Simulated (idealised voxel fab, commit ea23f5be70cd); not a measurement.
process module | voxel trench capacitor
cross-section cut | 270 nm wide | cells 5 nm
A cross-section is a grid of square cells, given in bands from the top down. A band is one or more rows of cells.
Each band's line starts with the height of the band's top and of its bottom, in nm. Then come its materials from left to right, each with its width in nm. One material with "throughout" fills the band from edge to edge. "air" is empty space.
Height 0 is the level under which the wafer as received is all one material. The lowest band goes on downwards, as in "0 down".
A width such as "30 to 40" changes by the same amount from each row of cells to the next, from the band's top row to its bottom row.
"no change" after a step means that no cell of the cross-section changed.
closed voids: empty space of 8 cells or more with no open way to the top, each as width x height at its distance from the left edge, in nm
after a step's settings: what the simulator itself notes on the step
overlay nm, on a step with a mask: how far to the right of its planned place the mask lay; to the left if negative
plan
1 op RECEIVE | material Si
2 op CONFORMAL_DEP | material SiN | thk nm 5
3 op MASKED_ETCH | tone open | mask id TRENCH | width nm 15 | pitch nm 40 | etch materials SiN | depth nm 5 | overlay nm 0
4 op MASKED_ETCH | tone open | mask id TRENCH | width nm 15 | pitch nm 40 | etch materials Si | depth nm 30 | overlay nm 0
5 op CONFORMAL_DEP | material Al2O3 | thk nm 5
6 op FILL_DEP | material polySi | thk nm 10
7 op CMP | height nm 5
as received, after step 1
  0 down: Si throughout
  closed voids: none
a wafer at the end: this start, this plan, one mistake
  5 to 0: SiN 85 | Al2O3 5 | SiN 5 | Al2O3 5 | SiN 25 | Al2O3 5 | SiN 5 | Al2O3 5 | SiN 25 | Al2O3 5 | SiN 5 | Al2O3 5 | SiN 90
  0 to -25: Si 85 | Al2O3 5 | SiN 5 | Al2O3 5 | Si 25 | Al2O3 5 | SiN 5 | Al2O3 5 | Si 25 | Al2O3 5 | SiN 5 | Al2O3 5 | Si 90
  -25 to -30: Si 85 | Al2O3 15 | Si 25 | Al2O3 15 | Si 25 | Al2O3 15 | Si 90
  -30 down: Si throughout
  closed voids: none
what went wrong: step 6 ran as: op FILL_DEP | material SiN | thk nm 10
